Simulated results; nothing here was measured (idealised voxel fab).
Process module in this document: voxel wiring stack
The figure presents cross-section cut, which has a width of 265 nm and is divided into square cells with an edge length of 5 nm.
Throughout this document, each cross-section is represented as a grid of square cells and is presented as a sequence of bands enumerated from the top downward, where a band comprises one or more rows of cells. Within each band entry, the heights of the top and of the bottom of the band appear first, in that order and in nm; the materials of the band then follow from left to right, each with its corresponding width in nm. The designation "edge to edge" on a single material indicates that it fills the band from edge to edge; the designation "air" indicates empty space. Counting heights begins at 0, where everything beneath is, in the wafer as received, one material. The lowest band has no bottom; it goes on downwards, as "top 0, no bottom" shows. Top row gets the first number, bottom row gets the second, and each row in between changes by the same step: that is how a band width like "30 to 40" works. Where the words "same as before" appear for a step, the cross-section shows no cell changed by that step; every cell remained as before. What "Trapped voids" gives you is every empty space of 8 cells or more that is cut off from the top. Each appears as width x height at distance, with the distance taken from the left edge and width, height and distance all in nm. It should be noted that, on the line of a given step, the content following the step's settings is a remark produced by the simulator itself with respect to that step. Among the settings permitted on a step's line is "overlay nm"; applied to a step with a mask, it specifies the extent to which the mask lay to the right of its planned position, whereas a negative figure signifies a position to the left. Read the rest as pairs. Take the cross-section before one process step, then the cross-section after it, which shows only down to the lowest band that changed. Under the pair, find the step between them and its settings. Bear in mind that pairs may come from different runs of this module on the same starting wafer: link a pair to the pair above it only where its entry headed "Pre-step" says to.
Pre-step:
* top 130, bottom 125 = SiCN edge to edge
* top 125, bottom 105 = SiO2 40 nm; Ru 30 nm; SiO2 20 nm; Ru 30 nm; SiO2 20 nm; Ru 30 nm; SiO2 20 nm; Ru 30 nm; SiO2 45 nm
* top 105, bottom 100 = SiO2 40 nm; TiN 30 nm; SiO2 20 nm; TiN 30 nm; SiO2 20 nm; TiN 30 nm; SiO2 20 nm; TiN 30 nm; SiO2 45 nm
* top 100, bottom 85 = SiO2 40 nm; Ru 15 nm; SiO2 85 nm; Ru 15 nm; SiO2 110 nm
* top 85, bottom 80 = SiCN 40 nm; Ru 15 nm; SiCN 85 nm; Ru 15 nm; SiCN 110 nm
* top 80, bottom 65 = lowk 35 nm; SiCN 5 nm; Ru 30 nm; SiCN 5 nm; lowk 10 nm; SiCN 5 nm; Ru 30 nm; SiCN 5 nm; lowk 10 nm; SiCN 5 nm; Ru 30 nm; SiCN 5 nm; lowk 10 nm; SiCN 5 nm; Ru 30 nm; SiCN 5 nm; lowk 40 nm
* top 65, bottom 60 = SiCN 40 nm; TiN 30 nm; SiCN 20 nm; TiN 30 nm; SiCN 20 nm; TiN 30 nm; SiCN 20 nm; TiN 30 nm; SiCN 45 nm
* top 60, bottom 45 = lowk 40 nm; TiN 5 nm; Cu 5 nm; TiN 5 nm; lowk 85 nm; TiN 5 nm; Cu 5 nm; TiN 5 nm; lowk 110 nm
* top 45, bottom 40 = SiCN 40 nm; TiN 15 nm; SiCN 85 nm; TiN 15 nm; SiCN 110 nm
* top 40, bottom 20 = SiO2 40 nm; Ru 30 nm; SiO2 20 nm; Ru 30 nm; SiO2 20 nm; Ru 30 nm; SiO2 20 nm; Ru 30 nm; SiO2 45 nm
* top 20, bottom 15 = SiO2 40 nm; TiN 30 nm; SiO2 20 nm; TiN 30 nm; SiO2 20 nm; TiN 30 nm; SiO2 20 nm; TiN 30 nm; SiO2 45 nm
* top 15, bottom 0 = SiO2 edge to edge
* top 0, no bottom = Si edge to edge
* Trapped voids: none
Post-Step Cross-Section:
* top 145, bottom 130 = SiO2 edge to edge
* Beneath the level 130, the cross-section is identical to its previous state.
* Trapped voids: none
Before/after cross-sections above; step in between: DIRECTIONAL_DEP (material SiO2; thk nm 15)
Pre-step: it's just the after picture from the pair right above this one.
Post-Step Cross-Section:
* top 150, bottom 145 = SiN edge to edge
* Beneath the level 145, the cross-section is identical to its previous state.
* Trapped voids: none
Before/after cross-sections above; step in between: CONFORMAL_DEP (material SiN; thk nm 5)
Pre-step: it's just the after picture from the pair right above this one.
Post-Step Cross-Section:
* top 165, bottom 150 = lowk edge to edge
* Beneath the level 150, the cross-section is identical to its previous state.
* Trapped voids: none
Before/after cross-sections above; step in between: DIRECTIONAL_DEP (material lowk; thk nm 15)
Pre-step: it's just the after picture from the pair right above this one.
Post-Step Cross-Section:
* top 165, bottom 150 = lowk 40 nm; air 30 nm; lowk 20 nm; air 30 nm; lowk 20 nm; air 30 nm; lowk 20 nm; air 30 nm; lowk 45 nm
* Beneath the level 150, the cross-section is identical to its previous state.
* Trapped voids: none
Before/after cross-sections above; step in between: MASKED_ETCH (tone open; mask id METAL_4; width nm 30; pitch nm 50; etch materials lowk; depth nm 15; overlay nm 0)
Pre-step: it's just the after picture from the pair right above this one.
Post-Step Cross-Section:
* top 165, bottom 150 = lowk 40 nm; air 30 nm; lowk 20 nm; air 30 nm; lowk 20 nm; air 30 nm; lowk 20 nm; air 30 nm; lowk 45 nm
* top 150, bottom 145 = SiN 40 nm; air 30 nm; SiN 20 nm; air 30 nm; SiN 20 nm; air 30 nm; SiN 20 nm; air 30 nm; SiN 45 nm
* Beneath the level 145, the cross-section is identical to its previous state.
* Trapped voids: none
Before/after cross-sections above; step in between: MASKED_ETCH (tone open; mask id METAL_4; width nm 30; pitch nm 50; etch materials SiN; depth nm 5; overlay nm 0)
Pre-step: it's just the after picture from the pair right above this one.
Post-Step Cross-Section:
* top 170, bottom 165 = TiN 45 nm; air 20 nm; TiN 30 nm; air 20 nm; TiN 30 nm; air 20 nm; TiN 30 nm; air 20 nm; TiN 50 nm
* top 165, bottom 150 = lowk 40 nm; TiN 5 nm; air 20 nm; TiN 5 nm; lowk 20 nm; TiN 5 nm; air 20 nm; TiN 5 nm; lowk 20 nm; TiN 5 nm; air 20 nm; TiN 5 nm; lowk 20 nm; TiN 5 nm; air 20 nm; TiN 5 nm; lowk 45 nm
* top 150, bottom 145 = SiN 40 nm; TiN 30 nm; SiN 20 nm; TiN 30 nm; SiN 20 nm; TiN 30 nm; SiN 20 nm; TiN 30 nm; SiN 45 nm
* Beneath the level 145, the cross-section is identical to its previous state.
* Trapped voids: none
Before/after cross-sections above; step in between: CONFORMAL_DEP (material TiN; thk nm 5)
Pre-step: it's just the after picture from the pair right above this one.
Post-Step Cross-Section:
* top 180, bottom 170 = Ru edge to edge
* top 170, bottom 165 = TiN 45 nm; Ru 20 nm; TiN 30 nm; Ru 20 nm; TiN 30 nm; Ru 20 nm; TiN 30 nm; Ru 20 nm; TiN 50 nm
* top 165, bottom 150 = lowk 40 nm; TiN 5 nm; Ru 20 nm; TiN 5 nm; lowk 20 nm; TiN 5 nm; Ru 20 nm; TiN 5 nm; lowk 20 nm; TiN 5 nm; Ru 20 nm; TiN 5 nm; lowk 20 nm; TiN 5 nm; Ru 20 nm; TiN 5 nm; lowk 45 nm
* Beneath the level 150, the cross-section is identical to its previous state.
* Trapped voids: none
Before/after cross-sections above; step in between: FILL_DEP (material Ru; thk nm 10)
Pre-step: it's just the after picture from the pair right above this one.
Post-Step Cross-Section:
* top 165, bottom 150 = lowk 40 nm; TiN 5 nm; Ru 20 nm; TiN 5 nm; lowk 20 nm; TiN 5 nm; Ru 20 nm; TiN 5 nm; lowk 20 nm; TiN 5 nm; Ru 20 nm; TiN 5 nm; lowk 20 nm; TiN 5 nm; Ru 20 nm; TiN 5 nm; lowk 45 nm
* Beneath the level 150, the cross-section is identical to its previous state.
* Trapped voids: none
Before/after cross-sections above; step in between: CMP (height nm 165)
Pre-step: it's just the after picture from the pair right above this one.
Post-Step Cross-Section:
* top 170, bottom 165 = SiCN edge to edge
* Beneath the level 165, the cross-section is identical to its previous state.
* Trapped voids: none
Before/after cross-sections above; step in between: CONFORMAL_DEP (material SiCN; thk nm 5)
Pre-step:
* top 60, bottom 45 = lowk edge to edge
* top 45, bottom 40 = SiCN edge to edge
* top 40, bottom 20 = SiO2 40 nm; Ru 30 nm; SiO2 20 nm; Ru 30 nm; SiO2 20 nm; Ru 30 nm; SiO2 20 nm; Ru 30 nm; SiO2 45 nm
* top 20, bottom 15 = SiO2 40 nm; TiN 30 nm; SiO2 20 nm; TiN 30 nm; SiO2 20 nm; TiN 30 nm; SiO2 20 nm; TiN 30 nm; SiO2 45 nm
* top 15, bottom 0 = SiO2 edge to edge
* top 0, no bottom = Si edge to edge
* Trapped voids: none
Post-Step Cross-Section:
* top 60, bottom 45 = air 40 nm; lowk 15 nm; air 85 nm; lowk 15 nm; air 110 nm
* Beneath the level 45, the cross-section is identical to its previous state.
* Trapped voids: none
Before/after cross-sections above; step in between: MASKED_ETCH (tone cover; mask id PLUG_1; width nm 15; pitch nm 100; etch materials lowk; depth nm 15; overlay nm 0)
Pre-step: it's just the after picture from the pair right above this one.
Post-Step Cross-Section:
* top 65, bottom 60 = air 35 nm; TiN 25 nm; air 75 nm; TiN 25 nm; air 105 nm
* top 60, bottom 50 = air 35 nm; TiN 5 nm; lowk 15 nm; TiN 5 nm; air 75 nm; TiN 5 nm; lowk 15 nm; TiN 5 nm; air 105 nm
* top 50, bottom 45 = TiN 40 nm; lowk 15 nm; TiN 85 nm; lowk 15 nm; TiN 110 nm
* Beneath the level 45, the cross-section is identical to its previous state.
* Trapped voids: none
Before/after cross-sections above; step in between: CONFORMAL_DEP (material TiN; thk nm 5)
Pre-step: it's just the after picture from the pair right above this one.
Post-Step Cross-Section:
* top 75, bottom 65 = Cu edge to edge
* top 65, bottom 60 = Cu 35 nm; TiN 25 nm; Cu 75 nm; TiN 25 nm; Cu 105 nm
* top 60, bottom 50 = Cu 35 nm; TiN 5 nm; lowk 15 nm; TiN 5 nm; Cu 75 nm; TiN 5 nm; lowk 15 nm; TiN 5 nm; Cu 105 nm
* Beneath the level 50, the cross-section is identical to its previous state.
* Trapped voids: none
Before/after cross-sections above; step in between: FILL_DEP (material Cu; thk nm 10)
Pre-step: it's just the after picture from the pair right above this one.
Post-Step Cross-Section:
* top 60, bottom 50 = Cu 35 nm; TiN 5 nm; lowk 15 nm; TiN 5 nm; Cu 75 nm; TiN 5 nm; lowk 15 nm; TiN 5 nm; Cu 105 nm
* Beneath the level 50, the cross-section is identical to its previous state.
* Trapped voids: none
Before/after cross-sections above; step in between: CMP (height nm 60)
Pre-step: it's just the after picture from the pair right above this one.
Post-Step Cross-Section:
* top 65, bottom 60 = TiN edge to edge
* Beneath the level 60, the cross-section is identical to its previous state.
* Trapped voids: none
Before/after cross-sections above; step in between: DIRECTIONAL_DEP (material TiN; thk nm 5)
Pre-step: it's just the after picture from the pair right above this one.
Post-Step Cross-Section:
* top 80, bottom 65 = Ru edge to edge
* Beneath the level 65, the cross-section is identical to its previous state.
* Trapped voids: none
Before/after cross-sections above; step in between: DIRECTIONAL_DEP (material Ru; thk nm 15)
Pre-step: it's just the after picture from the pair right above this one.
Post-Step Cross-Section:
* top 95, bottom 80 = aC edge to edge
* Beneath the level 80, the cross-section is identical to its previous state.
* Trapped voids: none
Before/after cross-sections above; step in between: DIRECTIONAL_DEP (material aC; thk nm 15)
Pre-step: it's just the after picture from the pair right above this one.
Post-Step Cross-Section:
* top 125, bottom 95 = air 40 nm; resist 30 nm; air 20 nm; resist 30 nm; air 20 nm; resist 30 nm; air 20 nm; resist 30 nm; air 45 nm
* Beneath the level 95, the cross-section is identical to its previous state.
* Trapped voids: none
Before/after cross-sections above; step in between: PATTERN (tone cover; mask id METAL_2; material resist; width nm 30; pitch nm 50; thk nm 30; overlay nm 0)
Pre-step: it's just the after picture from the pair right above this one.
Post-Step Cross-Section:
* top 110, bottom 95 = air 40 nm; resist 30 nm; air 20 nm; resist 30 nm; air 20 nm; resist 30 nm; air 20 nm; resist 30 nm; air 45 nm
* top 95, bottom 80 = air 40 nm; aC 30 nm; air 20 nm; aC 30 nm; air 20 nm; aC 30 nm; air 20 nm; aC 30 nm; air 45 nm
* Beneath the level 80, the cross-section is identical to its previous state.
* Trapped voids: none
Before/after cross-sections above; step in between: DIRECTIONAL_ETCH (etch materials aC; depth nm 15)
Pre-step: it's just the after picture from the pair right above this one.
Post-Step Cross-Section:
* top 95, bottom 80 = air 40 nm; aC 30 nm; air 20 nm; aC 30 nm; air 20 nm; aC 30 nm; air 20 nm; aC 30 nm; air 45 nm
* Beneath the level 80, the cross-section is identical to its previous state.
* Trapped voids: none
Before/after cross-sections above; step in between: STRIP (etch materials resist)
Pre-step: it's just the after picture from the pair right above this one.
Post-Step Cross-Section:
* top 95, bottom 80 = air 40 nm; aC 30 nm; air 20 nm; aC 30 nm; air 20 nm; aC 30 nm; air 20 nm; aC 30 nm; air 45 nm
* top 80, bottom 65 = air 40 nm; Ru 30 nm; air 20 nm; Ru 30 nm; air 20 nm; Ru 30 nm; air 20 nm; Ru 30 nm; air 45 nm
* Beneath the level 65, the cross-section is identical to its previous state.
* Trapped voids: none
Before/after cross-sections above; step in between: DIRECTIONAL_ETCH (etch materials Ru; depth nm 15)
Pre-step: it's just the after picture from the pair right above this one.
Post-Step Cross-Section:
* top 95, bottom 80 = air 40 nm; aC 30 nm; air 20 nm; aC 30 nm; air 20 nm; aC 30 nm; air 20 nm; aC 30 nm; air 45 nm
* top 80, bottom 65 = air 40 nm; Ru 30 nm; air 20 nm; Ru 30 nm; air 20 nm; Ru 30 nm; air 20 nm; Ru 30 nm; air 45 nm
* top 65, bottom 60 = air 40 nm; TiN 30 nm; air 20 nm; TiN 30 nm; air 20 nm; TiN 30 nm; air 20 nm; TiN 30 nm; air 45 nm
* Beneath the level 60, the cross-section is identical to its previous state.
* Trapped voids: none
Before/after cross-sections above; step in between: DIRECTIONAL_ETCH (etch materials TiN; depth nm 5)
Pre-step: it's just the after picture from the pair right above this one.
Post-Step Cross-Section:
* top 80, bottom 65 = air 40 nm; Ru 30 nm; air 20 nm; Ru 30 nm; air 20 nm; Ru 30 nm; air 20 nm; Ru 30 nm; air 45 nm
* Beneath the level 65, the cross-section is identical to its previous state.
* Trapped voids: none
Before/after cross-sections above; step in between: STRIP (etch materials aC)
Pre-step: it's just the after picture from the pair right above this one.
Post-Step Cross-Section:
* top 85, bottom 80 = air 35 nm; SiCN 40 nm; air 10 nm; SiCN 40 nm; air 10 nm; SiCN 40 nm; air 10 nm; SiCN 40 nm; air 40 nm
* top 80, bottom 65 = air 35 nm; SiCN 5 nm; Ru 30 nm; SiCN 5 nm; air 10 nm; SiCN 5 nm; Ru 30 nm; SiCN 5 nm; air 10 nm; SiCN 5 nm; Ru 30 nm; SiCN 5 nm; air 10 nm; SiCN 5 nm; Ru 30 nm; SiCN 5 nm; air 40 nm
* top 65, bottom 60 = SiCN 40 nm; TiN 30 nm; SiCN 20 nm; TiN 30 nm; SiCN 20 nm; TiN 30 nm; SiCN 20 nm; TiN 30 nm; SiCN 45 nm
* Beneath the level 60, the cross-section is identical to its previous state.
* Trapped voids: none
Before/after cross-sections above; step in between: CONFORMAL_DEP (material SiCN; thk nm 5)
Pre-step: it's just the after picture from the pair right above this one.
Post-Step Cross-Section:
* top 90, bottom 85 = lowk edge to edge
* top 85, bottom 80 = lowk 35 nm; SiCN 40 nm; lowk 10 nm; SiCN 40 nm; lowk 10 nm; SiCN 40 nm; lowk 10 nm; SiCN 40 nm; lowk 40 nm
* top 80, bottom 65 = lowk 35 nm; SiCN 5 nm; Ru 30 nm; SiCN 5 nm; lowk 10 nm; SiCN 5 nm; Ru 30 nm; SiCN 5 nm; lowk 10 nm; SiCN 5 nm; Ru 30 nm; SiCN 5 nm; lowk 10 nm; SiCN 5 nm; Ru 30 nm; SiCN 5 nm; lowk 40 nm
* Beneath the level 65, the cross-section is identical to its previous state.
* Trapped voids: none
Before/after cross-sections above; step in between: FILL_DEP (material lowk; thk nm 5)
Pre-step: it's just the after picture from the pair right above this one.
Post-Step Cross-Section:
* top 80, bottom 65 = lowk 35 nm; SiCN 5 nm; Ru 30 nm; SiCN 5 nm; lowk 10 nm; SiCN 5 nm; Ru 30 nm; SiCN 5 nm; lowk 10 nm; SiCN 5 nm; Ru 30 nm; SiCN 5 nm; lowk 10 nm; SiCN 5 nm; Ru 30 nm; SiCN 5 nm; lowk 40 nm
* Beneath the level 65, the cross-section is identical to its previous state.
* Trapped voids: none
Before/after cross-sections above; step in between: CMP (height nm 80)
Pre-step: it's just the after picture from the pair right above this one.
Post-Step Cross-Section:
* top 85, bottom 80 = SiCN edge to edge
* Beneath the level 80, the cross-section is identical to its previous state.
* Trapped voids: none
Before/after cross-sections above; step in between: CONFORMAL_DEP (material SiCN; thk nm 5)
Pre-step: it's just the after picture from the pair right above this one.
Post-Step Cross-Section:
* top 100, bottom 85 = SiO2 edge to edge
* Beneath the level 85, the cross-section is identical to its previous state.
* Trapped voids: none
Before/after cross-sections above; step in between: DIRECTIONAL_DEP (material SiO2; thk nm 15)
Pre-step: it's just the after picture from the pair right above this one.
Post-Step Cross-Section:
* top 100, bottom 85 = SiO2 40 nm; air 15 nm; SiO2 85 nm; air 15 nm; SiO2 110 nm
* Beneath the level 85, the cross-section is identical to its previous state.
* Trapped voids: none
Before/after cross-sections above; step in between: MASKED_ETCH (tone open; mask id PLUG_2; width nm 15; pitch nm 100; etch materials SiO2; depth nm 15; overlay nm 0)
Pre-step: it's just the after picture from the pair right above this one.
Post-Step Cross-Section:
* top 100, bottom 85 = SiO2 40 nm; air 15 nm; SiO2 85 nm; air 15 nm; SiO2 110 nm
* top 85, bottom 80 = SiCN 40 nm; air 15 nm; SiCN 85 nm; air 15 nm; SiCN 110 nm
* Beneath the level 80, the cross-section is identical to its previous state.
* Trapped voids: none
Before/after cross-sections above; step in between: MASKED_ETCH (tone open; mask id PLUG_2; width nm 15; pitch nm 100; etch materials SiCN; depth nm 5; overlay nm 0)
Pre-step: it's just the after picture from the pair right above this one.
Post-Step Cross-Section:
* top 100, bottom 90 = SiO2 40 nm; air 15 nm; SiO2 85 nm; air 15 nm; SiO2 110 nm
* top 90, bottom 85 = SiO2 40 nm; Ru 15 nm; SiO2 85 nm; Ru 15 nm; SiO2 110 nm
* top 85, bottom 80 = SiCN 40 nm; Ru 15 nm; SiCN 85 nm; Ru 15 nm; SiCN 110 nm
* Beneath the level 80, the cross-section is identical to its previous state.
* Trapped voids: none
Before/after cross-sections above; step in between: EPI (material Ru; thk nm 10)
Pre-step: it's just the after picture from the pair right above this one.
Post-Step Cross-Section:
* top 100, bottom 85 = SiO2 40 nm; Ru 15 nm; SiO2 85 nm; Ru 15 nm; SiO2 110 nm
* Beneath the level 85, the cross-section is identical to its previous state.
* Trapped voids: none
Before/after cross-sections above; step in between: EPI (material Ru; thk nm 10)
Pre-step: it's just the after picture from the pair right above this one.
Post-Step Cross-Section:
* top 105, bottom 100 = TiN edge to edge
* Beneath the level 100, the cross-section is identical to its previous state.
* Trapped voids: none
Before/after cross-sections above; step in between: DIRECTIONAL_DEP (material TiN; thk nm 5)
Pre-step: it's just the after picture from the pair right above this one.
Post-Step Cross-Section:
* top 125, bottom 105 = Ru edge to edge
* Beneath the level 105, the cross-section is identical to its previous state.
* Trapped voids: none
Before/after cross-sections above; step in between: DIRECTIONAL_DEP (material Ru; thk nm 20)
Pre-step: it's just the after picture from the pair right above this one.
Post-Step Cross-Section:
* top 125, bottom 105 = air 40 nm; Ru 30 nm; air 20 nm; Ru 30 nm; air 20 nm; Ru 30 nm; air 20 nm; Ru 30 nm; air 45 nm
* Beneath the level 105, the cross-section is identical to its previous state.
* Trapped voids: none
Before/after cross-sections above; step in between: MASKED_ETCH (tone cover; mask id METAL_3; width nm 30; pitch nm 50; etch materials Ru; depth nm 20; overlay nm 0)
Pre-step: it's just the after picture from the pair right above this one.
Post-Step Cross-Section:
* top 125, bottom 105 = air 40 nm; Ru 30 nm; air 20 nm; Ru 30 nm; air 20 nm; Ru 30 nm; air 20 nm; Ru 30 nm; air 45 nm
* top 105, bottom 100 = air 40 nm; TiN 30 nm; air 20 nm; TiN 30 nm; air 20 nm; TiN 30 nm; air 20 nm; TiN 30 nm; air 45 nm
* Beneath the level 100, the cross-section is identical to its previous state.
* Trapped voids: none
Before/after cross-sections above; step in between: MASKED_ETCH (tone cover; mask id METAL_3; width nm 30; pitch nm 50; etch materials TiN; depth nm 5; overlay nm 0)
Pre-step: it's just the after picture from the pair right above this one.
Post-Step Cross-Section:
* top 130, bottom 125 = SiO2 edge to edge
* top 125, bottom 105 = SiO2 40 nm; Ru 30 nm; SiO2 20 nm; Ru 30 nm; SiO2 20 nm; Ru 30 nm; SiO2 20 nm; Ru 30 nm; SiO2 45 nm
* top 105, bottom 100 = SiO2 40 nm; TiN 30 nm; SiO2 20 nm; TiN 30 nm; SiO2 20 nm; TiN 30 nm; SiO2 20 nm; TiN 30 nm; SiO2 45 nm
* Beneath the level 100, the cross-section is identical to its previous state.
* Trapped voids: none
Before/after cross-sections above; step in between: FILL_DEP (material SiO2; thk nm 5)
Pre-step: it's just the after picture from the pair right above this one.
Post-Step Cross-Section:
* top 125, bottom 105 = SiO2 40 nm; Ru 30 nm; SiO2 20 nm; Ru 30 nm; SiO2 20 nm; Ru 30 nm; SiO2 20 nm; Ru 30 nm; SiO2 45 nm
* Beneath the level 105, the cross-section is identical to its previous state.
* Trapped voids: none
Before/after cross-sections above; step in between: CMP (height nm 125)
Pre-step: it's just the after picture from the pair right above this one.
Post-Step Cross-Section:
* top 130, bottom 125 = SiCN edge to edge
* Beneath the level 125, the cross-section is identical to its previous state.
* Trapped voids: none
Before/after cross-sections above; step in between: CONFORMAL_DEP (material SiCN; thk nm 5)
Pre-step: it's just the after picture from the pair right above this one.
Post-Step Cross-Section:
* top 145, bottom 130 = lowk edge to edge
* Beneath the level 130, the cross-section is identical to its previous state.
* Trapped voids: none
Before/after cross-sections above; step in between: DIRECTIONAL_DEP (material lowk; thk nm 15)
Pre-step: it's just the after picture from the pair right above this one.
Post-Step Cross-Section:
* top 145, bottom 130 = lowk 40 nm; air 15 nm; lowk 35 nm; air 15 nm; lowk 35 nm; air 15 nm; lowk 35 nm; air 15 nm; lowk 60 nm
* Beneath the level 130, the cross-section is identical to its previous state.
* Trapped voids: none
Before/after cross-sections above; step in between: MASKED_ETCH (tone open; mask id PLUG_3; width nm 15; pitch nm 50; etch materials lowk; depth nm 15; overlay nm 0)
Pre-step: it's just the after picture from the pair right above this one.
Post-Step Cross-Section:
* top 145, bottom 130 = lowk 40 nm; air 15 nm; lowk 35 nm; air 15 nm; lowk 35 nm; air 15 nm; lowk 35 nm; air 15 nm; lowk 60 nm
* top 130, bottom 125 = SiCN 40 nm; air 15 nm; SiCN 35 nm; air 15 nm; SiCN 35 nm; air 15 nm; SiCN 35 nm; air 15 nm; SiCN 60 nm
* Beneath the level 125, the cross-section is identical to its previous state.
* Trapped voids: none
Before/after cross-sections above; step in between: MASKED_ETCH (tone open; mask id PLUG_3; width nm 15; pitch nm 50; etch materials SiCN; depth nm 5; overlay nm 0)
Pre-step: it's just the after picture from the pair right above this one.
Post-Step Cross-Section:
* top 145, bottom 135 = lowk 40 nm; air 15 nm; lowk 35 nm; air 15 nm; lowk 35 nm; air 15 nm; lowk 35 nm; air 15 nm; lowk 60 nm
* top 135, bottom 130 = lowk 40 nm; Ru 15 nm; lowk 35 nm; Ru 15 nm; lowk 35 nm; Ru 15 nm; lowk 35 nm; Ru 15 nm; lowk 60 nm
* top 130, bottom 125 = SiCN 40 nm; Ru 15 nm; SiCN 35 nm; Ru 15 nm; SiCN 35 nm; Ru 15 nm; SiCN 35 nm; Ru 15 nm; SiCN 60 nm
* Beneath the level 125, the cross-section is identical to its previous state.
* Trapped voids: none
Before/after cross-sections above; step in between: EPI (material Ru; thk nm 10)
Pre-step: it's just the after picture from the pair right above this one.
Post-Step Cross-Section:
* top 145, bottom 130 = lowk 40 nm; Ru 15 nm; lowk 35 nm; Ru 15 nm; lowk 35 nm; Ru 15 nm; lowk 35 nm; Ru 15 nm; lowk 60 nm
* Beneath the level 130, the cross-section is identical to its previous state.
* Trapped voids: none
Before/after cross-sections above; step in between: EPI (material Ru; thk nm 10)
Pre-step: it's just the after picture from the pair right above this one.
Post-Step Cross-Section:
* top 150, bottom 145 = SiN edge to edge
* Beneath the level 145, the cross-section is identical to its previous state.
* Trapped voids: none
Before/after cross-sections above; step in between: CONFORMAL_DEP (material SiN; thk nm 5)
Pre-step: it's just the after picture from the pair right above this one.
Post-Step Cross-Section:
* top 165, bottom 150 = lowk edge to edge
* Beneath the level 150, the cross-section is identical to its previous state.
* Trapped voids: none
Before/after cross-sections above; step in between: DIRECTIONAL_DEP (material lowk; thk nm 15)
Pre-step: it's just the after picture from the pair right above this one.
Post-Step Cross-Section:
* top 165, bottom 150 = lowk 40 nm; air 30 nm; lowk 20 nm; air 30 nm; lowk 20 nm; air 30 nm; lowk 20 nm; air 30 nm; lowk 45 nm
* Beneath the level 150, the cross-section is identical to its previous state.
* Trapped voids: none
Before/after cross-sections above; step in between: MASKED_ETCH (tone open; mask id METAL_4; width nm 30; pitch nm 50; etch materials lowk; depth nm 15; overlay nm 0)
Pre-step: it's just the after picture from the pair right above this one.
Post-Step Cross-Section:
* top 165, bottom 150 = lowk 40 nm; air 30 nm; lowk 20 nm; air 30 nm; lowk 20 nm; air 30 nm; lowk 20 nm; air 30 nm; lowk 45 nm
* top 150, bottom 145 = SiN 40 nm; air 30 nm; SiN 20 nm; air 30 nm; SiN 20 nm; air 30 nm; SiN 20 nm; air 30 nm; SiN 45 nm
* Beneath the level 145, the cross-section is identical to its previous state.
* Trapped voids: none
Before/after cross-sections above; step in between: MASKED_ETCH (tone open; mask id METAL_4; width nm 30; pitch nm 50; etch materials SiN; depth nm 5; overlay nm 0)
Pre-step: it's just the after picture from the pair right above this one.
Post-Step Cross-Section:
* top 170, bottom 165 = TiN 45 nm; air 20 nm; TiN 30 nm; air 20 nm; TiN 30 nm; air 20 nm; TiN 30 nm; air 20 nm; TiN 50 nm
* top 165, bottom 150 = lowk 40 nm; TiN 5 nm; air 20 nm; TiN 5 nm; lowk 20 nm; TiN 5 nm; air 20 nm; TiN 5 nm; lowk 20 nm; TiN 5 nm; air 20 nm; TiN 5 nm; lowk 20 nm; TiN 5 nm; air 20 nm; TiN 5 nm; lowk 45 nm
* top 150, bottom 145 = SiN 40 nm; TiN 30 nm; SiN 20 nm; TiN 30 nm; SiN 20 nm; TiN 30 nm; SiN 20 nm; TiN 30 nm; SiN 45 nm
* Beneath the level 145, the cross-section is identical to its previous state.
* Trapped voids: none
Before/after cross-sections above; step in between: CONFORMAL_DEP (material TiN; thk nm 5)
Pre-step: it's just the after picture from the pair right above this one.
Post-Step Cross-Section:
* top 180, bottom 170 = Ru edge to edge
* top 170, bottom 165 = TiN 45 nm; Ru 20 nm; TiN 30 nm; Ru 20 nm; TiN 30 nm; Ru 20 nm; TiN 30 nm; Ru 20 nm; TiN 50 nm
* top 165, bottom 150 = lowk 40 nm; TiN 5 nm; Ru 20 nm; TiN 5 nm; lowk 20 nm; TiN 5 nm; Ru 20 nm; TiN 5 nm; lowk 20 nm; TiN 5 nm; Ru 20 nm; TiN 5 nm; lowk 20 nm; TiN 5 nm; Ru 20 nm; TiN 5 nm; lowk 45 nm
* Beneath the level 150, the cross-section is identical to its previous state.
* Trapped voids: none
Before/after cross-sections above; step in between: FILL_DEP (material Ru; thk nm 10)
Pre-step: it's just the after picture from the pair right above this one.
Post-Step Cross-Section:
* top 165, bottom 150 = lowk 40 nm; TiN 5 nm; Ru 20 nm; TiN 5 nm; lowk 20 nm; TiN 5 nm; Ru 20 nm; TiN 5 nm; lowk 20 nm; TiN 5 nm; Ru 20 nm; TiN 5 nm; lowk 20 nm; TiN 5 nm; Ru 20 nm; TiN 5 nm; lowk 45 nm
* Beneath the level 150, the cross-section is identical to its previous state.
* Trapped voids: none
Before/after cross-sections above; step in between: CMP (height nm 165)
Pre-step: it's just the after picture from the pair right above this one.
Post-Step Cross-Section:
* top 170, bottom 165 = SiCN edge to edge
* Beneath the level 165, the cross-section is identical to its previous state.
* Trapped voids: none
Before/after cross-sections above; step in between: CONFORMAL_DEP (material SiCN; thk nm 5)
